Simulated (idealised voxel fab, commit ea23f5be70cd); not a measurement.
Process module, titled voxel wiring stack
The cross-section shown here is cut; it is 165 nm wide and divided into square cells measuring 5 nm on a side.
When this document writes out a cross-section, it uses a grid of square cells and lists it as bands, beginning at the top and moving down, with a band standing for one or more rows of cells.
What a band's entry tells you: where the top is and where the bottom is, as heights in nm, and after that what lies inside, material by material from left to right, each with its width in nm. Empty space is written as the word "empty", and a single material marked with the word "full width" occupies the band from edge to edge.
Ref level 0: as-received wafer is one material below here. Bottom band extends down with no lower bound ("top 0, no bottom").
A two-number width, for instance "30 to 40", indicates that the width is equal to the first number in the top row of the band and to the second number in the bottom row, and that it changes by a constant amount per row of cells.
Step note "remains unaltered" = no cross-section cell changed.
Reported under the label "Catalogued sealed voids" are the empty spaces having no open way to the top and comprising 8 cells or more; the notation for each is width x height at distance, in which the distance is measured from the left edge and all three values are in nm.
The remark found on a step's line after its settings is issued by the simulator itself and pertains to that step.
If you see "overlay nm" on a step's line and that step has a mask, it's telling you how far right of where it was planned the mask ended up; a negative number means it went left instead.
Pairs ahead. Before: cross-section ahead of one process step. After: cross-section once the step is done, shown to the lowest changed band only. Under each pair: that step, with settings. Caution: pairs may come from different runs of this module on the same starting wafer; a pair follows the pair above only where its "Pre-step section" entry says so.
[Pre-step section]
* top 75, bottom 70 = 40 SiCN  30 empty  25 SiCN  30 empty  40 SiCN
* top 70, bottom 65 = 35 SiCN  40 lowk  15 SiCN  40 lowk  35 SiCN
* top 65, bottom 40 = lowk full width
* top 40, bottom 35 = 35 lowk  40 Ru  15 lowk  40 Ru  35 lowk
* top 35, bottom 20 = 40 lowk  5 TiN  20 W  5 TiN  25 lowk  5 TiN  20 W  5 TiN  40 lowk
* top 20, bottom 15 = 40 SiN  30 TiN  25 SiN  30 TiN  40 SiN
* top 15, bottom 0 = SiO2 full width
* top 0, no bottom = Si full width
* Catalogued sealed voids: none
[Post-Step Geometry]
* top 80, bottom 75 = 45 TiN  20 empty  35 TiN  20 empty  45 TiN
* top 75, bottom 70 = 40 SiCN  30 TiN  25 SiCN  30 TiN  40 SiCN
* Lower than 70, everything is as it was.
* Catalogued sealed voids: none
Step sandwiched between the two cross-sections above: CONFORMAL_DEP: material TiN, thk nm 5
Pre-step section: taken from the pair above, after panel.
[Post-Step Geometry]
* top 90, bottom 80 = Cu full width
* top 80, bottom 75 = 45 TiN  20 Cu  35 TiN  20 Cu  45 TiN
* Lower than 75, everything is as it was.
* Catalogued sealed voids: none
Step sandwiched between the two cross-sections above: FILL_DEP: material Cu, thk nm 10
Pre-step section: taken from the pair above, after panel.
[Post-Step Geometry]
* top 75, bottom 70 = 40 SiCN  30 TiN  25 SiCN  30 TiN  40 SiCN
* Lower than 70, everything is as it was.
* Catalogued sealed voids: none
Step sandwiched between the two cross-sections above: CMP: height nm 75
Pre-step section: taken from the pair above, after panel.
[Post-Step Geometry]
* top 80, bottom 75 = SiN full width
* Lower than 75, everything is as it was.
* Catalogued sealed voids: none
Step sandwiched between the two cross-sections above: CONFORMAL_DEP: material SiN, thk nm 5
[Pre-step section]
* top 90, bottom 80 = Cu full width
* top 80, bottom 75 = 45 TiN  20 Cu  35 TiN  20 Cu  45 TiN
* top 75, bottom 60 = 40 lowk  5 TiN  20 Cu  5 TiN  25 lowk  5 TiN  20 Cu  5 TiN  40 lowk
* top 60, bottom 55 = 40 lowk  5 TiN  5 Cu  20 TiN  25 lowk  30 TiN  40 lowk
* top 55, bottom 45 = 40 lowk  5 TiN  5 Cu  5 TiN  110 lowk
* top 45, bottom 40 = 40 SiCN  15 TiN  110 SiCN
* top 40, bottom 35 = 35 SiCN  40 Ru  15 SiCN  40 Ru  35 SiCN
* top 35, bottom 20 = 40 lowk  5 TiN  20 W  5 TiN  25 lowk  5 TiN  20 W  5 TiN  40 lowk
* top 20, bottom 15 = 40 SiN  30 TiN  25 SiN  30 TiN  40 SiN
* top 15, bottom 0 = SiO2 full width
* top 0, no bottom = Si full width
* Catalogued sealed voids: none
[Post-Step Geometry]
* top 65, bottom 60 = 40 lowk  5 TiN  20 Cu  5 TiN  25 lowk  5 TiN  20 Cu  5 TiN  40 lowk
* Lower than 60, everything is as it was.
* Catalogued sealed voids: none
Step sandwiched between the two cross-sections above: CMP: height nm 65
Pre-step section: taken from the pair above, after panel.
[Post-Step Geometry]
* top 70, bottom 65 = SiN full width
* Lower than 65, everything is as it was.
* Catalogued sealed voids: none
Step sandwiched between the two cross-sections above: CONFORMAL_DEP: material SiN, thk nm 5
[Pre-step section]
* top 35, bottom 20 = lowk full width
* top 20, bottom 15 = SiN full width
* top 15, bottom 0 = SiO2 full width
* top 0, no bottom = Si full width
* Catalogued sealed voids: none
[Post-Step Geometry]
* top 55, bottom 35 = 40 resist  35 empty  20 resist  35 empty  35 resist
* Lower than 35, everything is as it was.
* Catalogued sealed voids: none
Step sandwiched between the two cross-sections above: PATTERN: tone open, mask id METAL_1, material resist, width nm 35, pitch nm 55, thk nm 20, overlay nm 0
Pre-step section: taken from the pair above, after panel.
[Post-Step Geometry]
* top 55, bottom 35 = 40 resist  35 empty  20 resist  35 empty  35 resist
* top 35, bottom 20 = 40 lowk  35 empty  20 lowk  35 empty  35 lowk
* Lower than 20, everything is as it was.
* Catalogued sealed voids: none
Step sandwiched between the two cross-sections above: DIRECTIONAL_ETCH: etch materials lowk, depth nm 15
Pre-step section: taken from the pair above, after panel.
[Post-Step Geometry]
* top 55, bottom 35 = 40 resist  35 empty  20 resist  35 empty  35 resist
* top 35, bottom 20 = 40 lowk  35 empty  20 lowk  35 empty  35 lowk
* top 20, bottom 15 = 40 SiN  35 empty  20 SiN  35 empty  35 SiN
* Lower than 15, everything is as it was.
* Catalogued sealed voids: none
Step sandwiched between the two cross-sections above: DIRECTIONAL_ETCH: etch materials SiN, depth nm 5
Pre-step section: taken from the pair above, after panel.
[Post-Step Geometry]
* top 35, bottom 20 = 40 lowk  35 empty  20 lowk  35 empty  35 lowk
* Lower than 20, everything is as it was.
* Catalogued sealed voids: none
Step sandwiched between the two cross-sections above: STRIP: etch materials resist
Pre-step section: taken from the pair above, after panel.
[Post-Step Geometry]
* top 40, bottom 35 = 45 TiN  25 empty  30 TiN  25 empty  40 TiN
* top 35, bottom 20 = 40 lowk  5 TiN  25 empty  5 TiN  20 lowk  5 TiN  25 empty  5 TiN  35 lowk
* top 20, bottom 15 = 40 SiN  35 TiN  20 SiN  35 TiN  35 SiN
* Lower than 15, everything is as it was.
* Catalogued sealed voids: none
Step sandwiched between the two cross-sections above: CONFORMAL_DEP: material TiN, thk nm 5
Pre-step section: taken from the pair above, after panel.
[Post-Step Geometry]
* top 45, bottom 40 = W full width
* top 40, bottom 35 = 45 TiN  25 W  30 TiN  25 W  40 TiN
* top 35, bottom 20 = 40 lowk  5 TiN  25 W  5 TiN  20 lowk  5 TiN  25 W  5 TiN  35 lowk
* Lower than 20, everything is as it was.
* Catalogued sealed voids: none
Step sandwiched between the two cross-sections above: FILL_DEP: material W, thk nm 5
Pre-step section: taken from the pair above, after panel.
[Post-Step Geometry]
* top 35, bottom 20 = 40 lowk  5 TiN  25 W  5 TiN  20 lowk  5 TiN  25 W  5 TiN  35 lowk
* Lower than 20, everything is as it was.
* Catalogued sealed voids: none
Step sandwiched between the two cross-sections above: CMP: height nm 35
Pre-step section: taken from the pair above, after panel.
[Post-Step Geometry]
* top 40, bottom 35 = 35 empty  45 Ru  10 empty  45 Ru  30 empty
* Lower than 35, everything is as it was.
* Catalogued sealed voids: none
Step sandwiched between the two cross-sections above: EPI: material Ru, thk nm 5
Pre-step section: taken from the pair above, after panel.
[Post-Step Geometry]
* top 45, bottom 40 = SiCN full width
* top 40, bottom 35 = 35 SiCN  45 Ru  10 SiCN  45 Ru  30 SiCN
* Lower than 35, everything is as it was.
* Catalogued sealed voids: none
Step sandwiched between the two cross-sections above: FILL_DEP: material SiCN, thk nm 5
Pre-step section: taken from the pair above, after panel.
[Post-Step Geometry]
* top 75, bottom 45 = lowk full width
* Lower than 45, everything is as it was.
* Catalogued sealed voids: none
Step sandwiched between the two cross-sections above: DIRECTIONAL_DEP: material lowk, thk nm 30
Pre-step section: taken from the pair above, after panel.
[Post-Step Geometry]
* top 90, bottom 75 = aC full width
* Lower than 75, everything is as it was.
* Catalogued sealed voids: none
Step sandwiched between the two cross-sections above: DIRECTIONAL_DEP: material aC, thk nm 15
Pre-step section: taken from the pair above, after panel.
[Post-Step Geometry]
* top 125, bottom 90 = 40 resist  15 empty  110 resist
* Lower than 90, everything is as it was.
* Catalogued sealed voids: none
Step sandwiched between the two cross-sections above: PATTERN: tone open, mask id METAL_2_HOLES, material resist, width nm 15, thk nm 35, overlay nm 0
Pre-step section: taken from the pair above, after panel.
[Post-Step Geometry]
* top 110, bottom 90 = 40 resist  15 empty  110 resist
* top 90, bottom 75 = 40 aC  15 empty  110 aC
* Lower than 75, everything is as it was.
* Catalogued sealed voids: none
Step sandwiched between the two cross-sections above: DIRECTIONAL_ETCH: etch materials aC, depth nm 15
Pre-step section: taken from the pair above, after panel.
[Post-Step Geometry]
* top 90, bottom 75 = 40 aC  15 empty  110 aC
* Lower than 75, everything is as it was.
* Catalogued sealed voids: none
Step sandwiched between the two cross-sections above: STRIP: etch materials resist
Pre-step section: taken from the pair above, after panel.
[Post-Step Geometry]
* top 90, bottom 75 = 40 aC  15 empty  110 aC
* top 75, bottom 45 = 40 lowk  15 empty  110 lowk
* Lower than 45, everything is as it was.
* Catalogued sealed voids: none
Step sandwiched between the two cross-sections above: DIRECTIONAL_ETCH: etch materials lowk, depth nm 30
Pre-step section: taken from the pair above, after panel.
[Post-Step Geometry]
* top 75, bottom 45 = 40 lowk  15 empty  110 lowk
* Lower than 45, everything is as it was.
* Catalogued sealed voids: none
Step sandwiched between the two cross-sections above: STRIP: etch materials aC
Pre-step section: taken from the pair above, after panel.
[Post-Step Geometry]
* top 85, bottom 75 = 40 aC  15 empty  110 aC
* top 75, bottom 55 = 40 lowk  15 empty  110 lowk
* top 55, bottom 45 = 40 lowk  15 aC  110 lowk
* Lower than 45, everything is as it was.
* Catalogued sealed voids: none
Step sandwiched between the two cross-sections above: DIRECTIONAL_DEP: material aC, thk nm 10
Pre-step section: taken from the pair above, after panel.
[Post-Step Geometry]
* top 110, bottom 85 = 40 resist  30 empty  25 resist  30 empty  40 resist
* Lower than 85, everything is as it was.
* Catalogued sealed voids: none
Step sandwiched between the two cross-sections above: PATTERN: tone open, mask id METAL_2, material resist, width nm 30, pitch nm 55, thk nm 25, overlay nm 0
Pre-step section: taken from the pair above, after panel.
[Post-Step Geometry]
* top 100, bottom 85 = 40 resist  30 empty  25 resist  30 empty  40 resist
* top 85, bottom 75 = 40 aC  30 empty  25 aC  30 empty  40 aC
* top 75, bottom 45 = 40 lowk  15 empty  110 lowk
* Lower than 45, everything is as it was.
* Catalogued sealed voids: none
Step sandwiched between the two cross-sections above: DIRECTIONAL_ETCH: etch materials aC, depth nm 10
Pre-step section: taken from the pair above, after panel.
[Post-Step Geometry]
* top 85, bottom 75 = 40 aC  30 empty  25 aC  30 empty  40 aC
* Lower than 75, everything is as it was.
* Catalogued sealed voids: none
Step sandwiched between the two cross-sections above: STRIP: etch materials resist
Pre-step section: taken from the pair above, after panel.
[Post-Step Geometry]
* top 85, bottom 75 = 40 aC  30 empty  25 aC  30 empty  40 aC
* top 75, bottom 55 = 40 lowk  30 empty  25 lowk  30 empty  40 lowk
* Lower than 55, everything is as it was.
* Catalogued sealed voids: none
Step sandwiched between the two cross-sections above: DIRECTIONAL_ETCH: etch materials lowk, depth nm 20
Pre-step section: taken from the pair above, after panel.
[Post-Step Geometry]
* top 85, bottom 75 = 40 aC  30 empty  25 aC  30 empty  40 aC
* top 75, bottom 55 = 40 lowk  30 empty  25 lowk  30 empty  40 lowk
* top 55, bottom 45 = 40 lowk  15 empty  110 lowk
* top 45, bottom 40 = 40 SiCN  15 empty  110 SiCN
* Lower than 40, everything is as it was.
* Catalogued sealed voids: none
Step sandwiched between the two cross-sections above: DIRECTIONAL_ETCH: etch materials SiCN, depth nm 5
Pre-step section: taken from the pair above, after panel.
[Post-Step Geometry]
* top 75, bottom 55 = 40 lowk  30 empty  25 lowk  30 empty  40 lowk
* Lower than 55, everything is as it was.
* Catalogued sealed voids: none
Step sandwiched between the two cross-sections above: STRIP: etch materials aC
Pre-step section: taken from the pair above, after panel.
[Post-Step Geometry]
* top 80, bottom 75 = 45 TiN  20 empty  35 TiN  20 empty  45 TiN
* top 75, bottom 60 = 40 lowk  5 TiN  20 empty  5 TiN  25 lowk  5 TiN  20 empty  5 TiN  40 lowk
* top 60, bottom 55 = 40 lowk  5 TiN  5 empty  20 TiN  25 lowk  30 TiN  40 lowk
* top 55, bottom 45 = 40 lowk  5 TiN  5 empty  5 TiN  110 lowk
* top 45, bottom 40 = 40 SiCN  15 TiN  110 SiCN
* Lower than 40, everything is as it was.
* Catalogued sealed voids: none
Step sandwiched between the two cross-sections above: CONFORMAL_DEP: material TiN, thk nm 5
Pre-step section: taken from the pair above, after panel.
[Post-Step Geometry]
* top 90, bottom 80 = Cu full width
* top 80, bottom 75 = 45 TiN  20 Cu  35 TiN  20 Cu  45 TiN
* top 75, bottom 60 = 40 lowk  5 TiN  20 Cu  5 TiN  25 lowk  5 TiN  20 Cu  5 TiN  40 lowk
* top 60, bottom 55 = 40 lowk  5 TiN  5 Cu  20 TiN  25 lowk  30 TiN  40 lowk
* top 55, bottom 45 = 40 lowk  5 TiN  5 Cu  5 TiN  110 lowk
* Lower than 45, everything is as it was.
* Catalogued sealed voids: none
Step sandwiched between the two cross-sections above: FILL_DEP: material Cu, thk nm 10
Pre-step section: taken from the pair above, after panel.
[Post-Step Geometry]
* top 75, bottom 60 = 40 lowk  5 TiN  20 Cu  5 TiN  25 lowk  5 TiN  20 Cu  5 TiN  40 lowk
* Lower than 60, everything is as it was.
* Catalogued sealed voids: none
Step sandwiched between the two cross-sections above: CMP: height nm 75
Pre-step section: taken from the pair above, after panel.
[Post-Step Geometry]
* top 80, bottom 75 = SiN full width
* Lower than 75, everything is as it was.
* Catalogued sealed voids: none
Step sandwiched between the two cross-sections above: CONFORMAL_DEP: material SiN, thk nm 5
[Pre-step section]
* top 90, bottom 75 = aC full width
* top 75, bottom 45 = lowk full width
* top 45, bottom 40 = SiCN full width
* top 40, bottom 35 = 35 SiCN  40 Ru  15 SiCN  40 Ru  35 SiCN
* top 35, bottom 20 = 40 lowk  5 TiN  20 W  5 TiN  25 lowk  5 TiN  20 W  5 TiN  40 lowk
* top 20, bottom 15 = 40 SiN  30 TiN  25 SiN  30 TiN  40 SiN
* top 15, bottom 0 = SiO2 full width
* top 0, no bottom = Si full width
* Catalogued sealed voids: none
[Post-Step Geometry]
* top 125, bottom 90 = 35 resist  15 empty  115 resist
* Lower than 90, everything is as it was.
* Catalogued sealed voids: none
Step sandwiched between the two cross-sections above: PATTERN: tone open, mask id METAL_2_HOLES, material resist, width nm 15, thk nm 35, overlay nm -5
Pre-step section: taken from the pair above, after panel.
[Post-Step Geometry]
* top 110, bottom 90 = 35 resist  15 empty  115 resist
* top 90, bottom 75 = 35 aC  15 empty  115 aC
* Lower than 75, everything is as it was.
* Catalogued sealed voids: none
Step sandwiched between the two cross-sections above: DIRECTIONAL_ETCH: etch materials aC, depth nm 15
Pre-step section: taken from the pair above, after panel.
[Post-Step Geometry]
* top 90, bottom 75 = 35 aC  15 empty  115 aC
* Lower than 75, everything is as it was.
* Catalogued sealed voids: none
Step sandwiched between the two cross-sections above: STRIP: etch materials resist
Pre-step section: taken from the pair above, after panel.
[Post-Step Geometry]
* top 90, bottom 75 = 35 aC  15 empty  115 aC
* top 75, bottom 45 = 35 lowk  15 empty  115 lowk
* Lower than 45, everything is as it was.
* Catalogued sealed voids: none
Step sandwiched between the two cross-sections above: DIRECTIONAL_ETCH: etch materials lowk, depth nm 30
Pre-step section: taken from the pair above, after panel.
[Post-Step Geometry]
* top 75, bottom 45 = 35 lowk  15 empty  115 lowk
* Lower than 45, everything is as it was.
* Catalogued sealed voids: none
Step sandwiched between the two cross-sections above: STRIP: etch materials aC
Pre-step section: taken from the pair above, after panel.
[Post-Step Geometry]
* top 85, bottom 75 = 35 aC  15 empty  115 aC
* top 75, bottom 55 = 35 lowk  15 empty  115 lowk
* top 55, bottom 45 = 35 lowk  15 aC  115 lowk
* Lower than 45, everything is as it was.
* Catalogued sealed voids: none
Step sandwiched between the two cross-sections above: DIRECTIONAL_DEP: material aC, thk nm 10
Pre-step section: taken from the pair above, after panel.
[Post-Step Geometry]
* top 110, bottom 85 = 40 resist  30 empty  25 resist  30 empty  40 resist
* top 85, bottom 75 = 35 aC  5 resist  10 empty  115 aC
* top 75, bottom 55 = 35 lowk  5 resist  10 empty  115 lowk
* Lower than 55, everything is as it was.
* Catalogued sealed voids: none
Step sandwiched between the two cross-sections above: PATTERN: tone open, mask id METAL_2, material resist, width nm 30, pitch nm 55, thk nm 25, overlay nm 0
Pre-step section: taken from the pair above, after panel.
[Post-Step Geometry]
* top 100, bottom 85 = 40 resist  30 empty  25 resist  30 empty  40 resist
* top 85, bottom 75 = 35 aC  5 resist  30 empty  25 aC  30 empty  40 aC
* top 75, bottom 55 = 35 lowk  5 resist  10 empty  115 lowk
* top 55, bottom 45 = 35 lowk  5 aC  10 empty  115 lowk
* Lower than 45, everything is as it was.
* Catalogued sealed voids: none
Step sandwiched between the two cross-sections above: DIRECTIONAL_ETCH: etch materials aC, depth nm 10
Pre-step section: taken from the pair above, after panel.
[Post-Step Geometry]
* top 85, bottom 75 = 35 aC  35 empty  25 aC  30 empty  40 aC
* top 75, bottom 55 = 35 lowk  15 empty  115 lowk
* Lower than 55, everything is as it was.
* Catalogued sealed voids: none
Step sandwiched between the two cross-sections above: STRIP: etch materials resist
Pre-step section: taken from the pair above, after panel.
[Post-Step Geometry]
* top 85, bottom 75 = 35 aC  35 empty  25 aC  30 empty  40 aC
* top 75, bottom 55 = 35 lowk  35 empty  25 lowk  30 empty  40 lowk
* Lower than 55, everything is as it was.
* Catalogued sealed voids: none
Step sandwiched between the two cross-sections above: DIRECTIONAL_ETCH: etch materials lowk, depth nm 20
Pre-step section: taken from the pair above, after panel.
[Post-Step Geometry]
* top 85, bottom 75 = 35 aC  35 empty  25 aC  30 empty  40 aC
* top 75, bottom 55 = 35 lowk  35 empty  25 lowk  30 empty  40 lowk
* top 55, bottom 45 = 35 lowk  5 aC  10 empty  115 lowk
* top 45, bottom 40 = 40 SiCN  10 empty  115 SiCN
* Lower than 40, everything is as it was.
* Catalogued sealed voids: none
Step sandwiched between the two cross-sections above: DIRECTIONAL_ETCH: etch materials SiCN, depth nm 5
Pre-step section: taken from the pair above, after panel.
[Post-Step Geometry]
* top 75, bottom 55 = 35 lowk  35 empty  25 lowk  30 empty  40 lowk
* top 55, bottom 45 = 35 lowk  15 empty  115 lowk
* Lower than 45, everything is as it was.
* Catalogued sealed voids: none
Step sandwiched between the two cross-sections above: STRIP: etch materials aC
Pre-step section: taken from the pair above, after panel.
[Post-Step Geometry]
* top 80, bottom 75 = 40 TiN  25 empty  35 TiN  20 empty  45 TiN
* top 75, bottom 60 = 35 lowk  5 TiN  25 empty  5 TiN  25 lowk  5 TiN  20 empty  5 TiN  40 lowk
* top 60, bottom 55 = 35 lowk  5 TiN  5 empty  25 TiN  25 lowk  30 TiN  40 lowk
* top 55, bottom 50 = 35 lowk  5 TiN  5 empty  5 TiN  115 lowk
* top 50, bottom 45 = 35 lowk  15 TiN  115 lowk
* top 45, bottom 40 = 40 SiCN  10 TiN  115 SiCN
* Lower than 40, everything is as it was.
* Catalogued sealed voids: none
Step sandwiched between the two cross-sections above: CONFORMAL_DEP: material TiN, thk nm 5
Pre-step section: taken from the pair above, after panel.
[Post-Step Geometry]
* top 90, bottom 80 = Cu full width
* top 80, bottom 75 = 40 TiN  25 Cu  35 TiN  20 Cu  45 TiN
* top 75, bottom 60 = 35 lowk  5 TiN  25 Cu  5 TiN  25 lowk  5 TiN  20 Cu  5 TiN  40 lowk
* top 60, bottom 55 = 35 lowk  5 TiN  5 Cu  25 TiN  25 lowk  30 TiN  40 lowk
* top 55, bottom 50 = 35 lowk  5 TiN  5 Cu  5 TiN  115 lowk
* Lower than 50, everything is as it was.
* Catalogued sealed voids: none
Step sandwiched between the two cross-sections above: FILL_DEP: material Cu, thk nm 10
Pre-step section: taken from the pair above, after panel.
[Post-Step Geometry]
* top 75, bottom 60 = 35 lowk  5 TiN  25 Cu  5 TiN  25 lowk  5 TiN  20 Cu  5 TiN  40 lowk
* Lower than 60, everything is as it was.
* Catalogued sealed voids: none
Step sandwiched between the two cross-sections above: CMP: height nm 75
Pre-step section: taken from the pair above, after panel.
[Post-Step Geometry]
* top 80, bottom 75 = SiN full width
* Lower than 75, everything is as it was.
* Catalogued sealed voids: none
Step sandwiched between the two cross-sections above: CONFORMAL_DEP: material SiN, thk nm 5
[Pre-step section]
* top 80, bottom 75 = 45 TiN  20 empty  35 TiN  20 empty  45 TiN
* top 75, bottom 60 = 40 lowk  5 TiN  20 empty  5 TiN  25 lowk  5 TiN  20 empty  5 TiN  40 lowk
* top 60, bottom 55 = 40 lowk  5 TiN  5 empty  20 TiN  25 lowk  30 TiN  40 lowk
* top 55, bottom 45 = 40 lowk  5 TiN  5 empty  5 TiN  110 lowk
* top 45, bottom 40 = 40 SiCN  15 TiN  110 SiCN
* top 40, bottom 35 = 35 SiCN  40 Ru  15 SiCN  40 Ru  35 SiCN
* top 35, bottom 20 = 40 lowk  5 TiN  20 W  5 TiN  25 lowk  5 TiN  20 W  5 TiN  40 lowk
* top 20, bottom 15 = 40 SiN  30 TiN  25 SiN  30 TiN  40 SiN
* top 15, bottom 0 = SiO2 full width
* top 0, no bottom = Si full width
* Catalogued sealed voids: none
[Post-Step Geometry]
* top 90, bottom 80 = W full width
* top 80, bottom 75 = 45 TiN  20 W  35 TiN  20 W  45 TiN
* top 75, bottom 60 = 40 lowk  5 TiN  20 W  5 TiN  25 lowk  5 TiN  20 W  5 TiN  40 lowk
* top 60, bottom 55 = 40 lowk  5 TiN  5 W  20 TiN  25 lowk  30 TiN  40 lowk
* top 55, bottom 45 = 40 lowk  5 TiN  5 W  5 TiN  110 lowk
* Lower than 45, everything is as it was.
* Catalogued sealed voids: none
Step sandwiched between the two cross-sections above: FILL_DEP: material W, thk nm 10
Pre-step section: taken from the pair above, after panel.
[Post-Step Geometry]
* top 75, bottom 60 = 40 lowk  5 TiN  20 W  5 TiN  25 lowk  5 TiN  20 W  5 TiN  40 lowk
* Lower than 60, everything is as it was.
* Catalogued sealed voids: none
Step sandwiched between the two cross-sections above: CMP: height nm 75
Pre-step section: taken from the pair above, after panel.
[Post-Step Geometry]
* top 80, bottom 75 = SiN full width
* Lower than 75, everything is as it was.
* Catalogued sealed voids: none
Step sandwiched between the two cross-sections above: CONFORMAL_DEP: material SiN, thk nm 5
[Pre-step section]
* top 85, bottom 75 = 40 aC  15 empty  110 aC
* top 75, bottom 55 = 40 lowk  15 empty  110 lowk
* top 55, bottom 45 = 40 lowk  15 aC  110 lowk
* top 45, bottom 40 = SiCN full width
* top 40, bottom 35 = 35 SiCN  40 Ru  15 SiCN  40 Ru  35 SiCN
* top 35, bottom 20 = 40 lowk  5 TiN  20 W  5 TiN  25 lowk  5 TiN  20 W  5 TiN  40 lowk
* top 20, bottom 15 = 40 SiN  30 TiN  25 SiN  30 TiN  40 SiN
* top 15, bottom 0 = SiO2 full width
* top 0, no bottom = Si full width
* Catalogued sealed voids: none
[Post-Step Geometry]
* top 110, bottom 85 = 40 empty  30 resist  25 empty  30 resist  40 empty
* top 85, bottom 75 = 40 aC  15 resist  110 aC
* top 75, bottom 55 = 40 lowk  15 resist  110 lowk
* Lower than 55, everything is as it was.
* Catalogued sealed voids: none
Step sandwiched between the two cross-sections above: PATTERN: tone cover, mask id METAL_2, material resist, width nm 30, pitch nm 55, thk nm 25, overlay nm 0
Pre-step section: taken from the pair above, after panel.
[Post-Step Geometry]
* top 100, bottom 85 = 40 empty  30 resist  25 empty  30 resist  40 empty
* top 85, bottom 75 = 40 empty  15 resist  15 aC  25 empty  30 aC  40 empty
* Lower than 75, everything is as it was.
* Catalogued sealed voids: none
Step sandwiched between the two cross-sections above: DIRECTIONAL_ETCH: etch materials aC, depth nm 10
Pre-step section: taken from the pair above, after panel.
[Post-Step Geometry]
* top 85, bottom 75 = 55 empty  15 aC  25 empty  30 aC  40 empty
* top 75, bottom 55 = 40 lowk  15 empty  110 lowk
* Lower than 55, everything is as it was.
* Catalogued sealed voids: none
Step sandwiched between the two cross-sections above: STRIP: etch materials resist
Pre-step section: taken from the pair above, after panel.
[Post-Step Geometry]
* top 85, bottom 75 = 55 empty  15 aC  25 empty  30 aC  40 empty
* top 75, bottom 55 = 55 empty  15 lowk  25 empty  30 lowk  40 empty
* Lower than 55, everything is as it was.
* Catalogued sealed voids: none
Step sandwiched between the two cross-sections above: DIRECTIONAL_ETCH: etch materials lowk, depth nm 20
Pre-step section: taken from the pair above, after panel.
[Post-Step Geometry]
* top 75, bottom 55 = 55 empty  15 lowk  25 empty  30 lowk  40 empty
* top 55, bottom 45 = 40 lowk  15 empty  110 lowk
* Lower than 45, everything is as it was.
* Catalogued sealed voids: none
Step sandwiched between the two cross-sections above: STRIP: etch materials aC
Pre-step section: taken from the pair above, after panel.
[Post-Step Geometry]
* top 80, bottom 75 = 50 empty  25 TiN  15 empty  40 TiN  35 empty
* top 75, bottom 60 = 50 empty  5 TiN  15 lowk  5 TiN  15 empty  5 TiN  30 lowk  5 TiN  35 empty
* top 60, bottom 55 = 45 TiN  5 empty  5 TiN  15 lowk  25 TiN  30 lowk  40 TiN
* top 55, bottom 50 = 40 lowk  5 TiN  5 empty  5 TiN  110 lowk
* top 50, bottom 45 = 40 lowk  15 TiN  110 lowk
* Lower than 45, everything is as it was.
* Catalogued sealed voids: none
Step sandwiched between the two cross-sections above: CONFORMAL_DEP: material TiN, thk nm 5
Pre-step section: taken from the pair above, after panel.
[Post-Step Geometry]
* top 90, bottom 80 = Cu full width
* top 80, bottom 75 = 50 Cu  25 TiN  15 Cu  40 TiN  35 Cu
* top 75, bottom 60 = 50 Cu  5 TiN  15 lowk  5 TiN  15 Cu  5 TiN  30 lowk  5 TiN  35 Cu
* top 60, bottom 55 = 45 TiN  5 Cu  5 TiN  15 lowk  25 TiN  30 lowk  40 TiN
* top 55, bottom 50 = 40 lowk  5 TiN  5 Cu  5 TiN  110 lowk
* Lower than 50, everything is as it was.
* Catalogued sealed voids: none
Step sandwiched between the two cross-sections above: FILL_DEP: material Cu, thk nm 10
Pre-step section: taken from the pair above, after panel.
[Post-Step Geometry]
* top 75, bottom 60 = 50 Cu  5 TiN  15 lowk  5 TiN  15 Cu  5 TiN  30 lowk  5 TiN  35 Cu
* Lower than 60, everything is as it was.
* Catalogued sealed voids: none
Step sandwiched between the two cross-sections above: CMP: height nm 75
Pre-step section: taken from the pair above, after panel.
[Post-Step Geometry]
* top 80, bottom 75 = SiN full width
* Lower than 75, everything is as it was.
* Catalogued sealed voids: none
Step sandwiched between the two cross-sections above: CONFORMAL_DEP: material SiN, thk nm 5
